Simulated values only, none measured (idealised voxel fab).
The process module that follows is named voxel ribs on slabs.
We display cut, a cross-section 300 nm in width whose square cells are each 5 nm.
How to read a cross-section here: the picture is a grid of square cells, written as bands going from the top down, and any band can span one or more rows of cells.
Each band's line starts with the height of the band's top and of its bottom, in nm. Then come its materials from left to right, each with its width in nm. One material with "edge to edge" fills the band from edge to edge. "empty" is empty space.
Height reference: 0 = level under which incoming wafer is all one material. Lowest band: no bottom, runs on downward, e.g. "0..down".
Graded width ("30..40"): value in top row of band = first number; value in bottom row = second number; row-to-row change constant.
"remained unchanged" for a step: no cell of the cross-section changed in that step.
Each empty space that has no open way to the top and spans at least 8 cells appears under "Entrapped voids" as width x height at distance, the distance counted from the left edge, all in nm.
Heads up: the bit after the settings on a step's line is the simulator's remark on that step.
A step line may carry the setting "overlay nm", which, for steps involving a mask, states the distance by which the mask lay to the right of its intended position; negative values denote displacement to the left.

-- So here's the lineup of process steps we planned
1. RECEIVE (material Si)
2. DIRECTIONAL_DEP (material SiO2; thk nm 20)
3. DIRECTIONAL_DEP (material SiN; thk nm 25)
4. DIRECTIONAL_DEP (material aC; thk nm 15)
5. PATTERN (tone cover; mask id RIB; material resist; width nm 15; thk nm 30; overlay nm 0)
6. DIRECTIONAL_ETCH (etch materials aC; depth nm 15)
7. STRIP (etch materials resist)
8. DIRECTIONAL_ETCH (etch materials SiN; depth nm 10)
9. STRIP (etch materials aC)
10. DIRECTIONAL_DEP (material aC; thk nm 10)
11. PATTERN (tone cover; mask id SLAB; material resist; width nm 55; thk nm 30; overlay nm 0)
12. DIRECTIONAL_ETCH (etch materials aC; depth nm 10)
13. STRIP (etch materials resist)
14. DIRECTIONAL_ETCH (etch materials SiN; depth nm 15)
15. STRIP (etch materials aC)
16. FILL_DEP (material SiO2; thk nm 20)
17. CMP (height nm 55)
18. DIRECTIONAL_DEP (material W; thk nm 5)
19. DIRECTIONAL_DEP (material aC; thk nm 10)
20. PATTERN (tone cover; mask id HEATER; material resist; width nm 25; thk nm 30; overlay nm 0)
21. DIRECTIONAL_ETCH (etch materials aC; depth nm 10)
22. STRIP (etch materials resist)
23. DIRECTIONAL_ETCH (etch materials W; depth nm 5)
24. STRIP (etch materials aC)
25. CONFORMAL_DEP (material SiO2; thk nm 10)

-- Step 1 complete: cross-section of the wafer as received
- 0..down  Si edge to edge
- Entrapped voids: none

-- First of two wafers, end-of-module section, run followed plan
- 70..65  empty 125; SiO2 45; empty 130
- 65..60  SiO2 edge to edge
- 60..55  SiO2 135; W 25; SiO2 140
- 55..45  SiO2 edge to edge
- 45..35  SiO2 140; SiN 15; SiO2 145
- 35..20  SiO2 120; SiN 55; SiO2 125
- 20..0  SiO2 edge to edge
- 0..down  Si edge to edge
- Entrapped voids: none

-- Presented here is a cross-section of the second of the two wafers as it stood at the end of the module. It was started in the same manner and assigned the same plan as the first wafer; however, one mistake was made in its execution
- 70..65  empty 125; SiO2 45; empty 130
- 65..60  SiO2 edge to edge
- 60..55  SiO2 135; W 25; SiO2 140
- 55..45  SiO2 edge to edge
- 45..35  SiO2 135; SiN 25; SiO2 140
- 35..20  SiO2 120; SiN 55; SiO2 125
- 20..0  SiO2 edge to edge
- 0..down  Si edge to edge
- Entrapped voids: none
Deviation from plan: heads up, step 5 didn't go per plan, it actually ran as PATTERN (tone cover; mask id RIB; material resist; width nm 25; thk nm 30; overlay nm 0)
Wafer comparison, final, in cells, second relative to first, materials more or fewer: +4 SiN | -4 SiO2
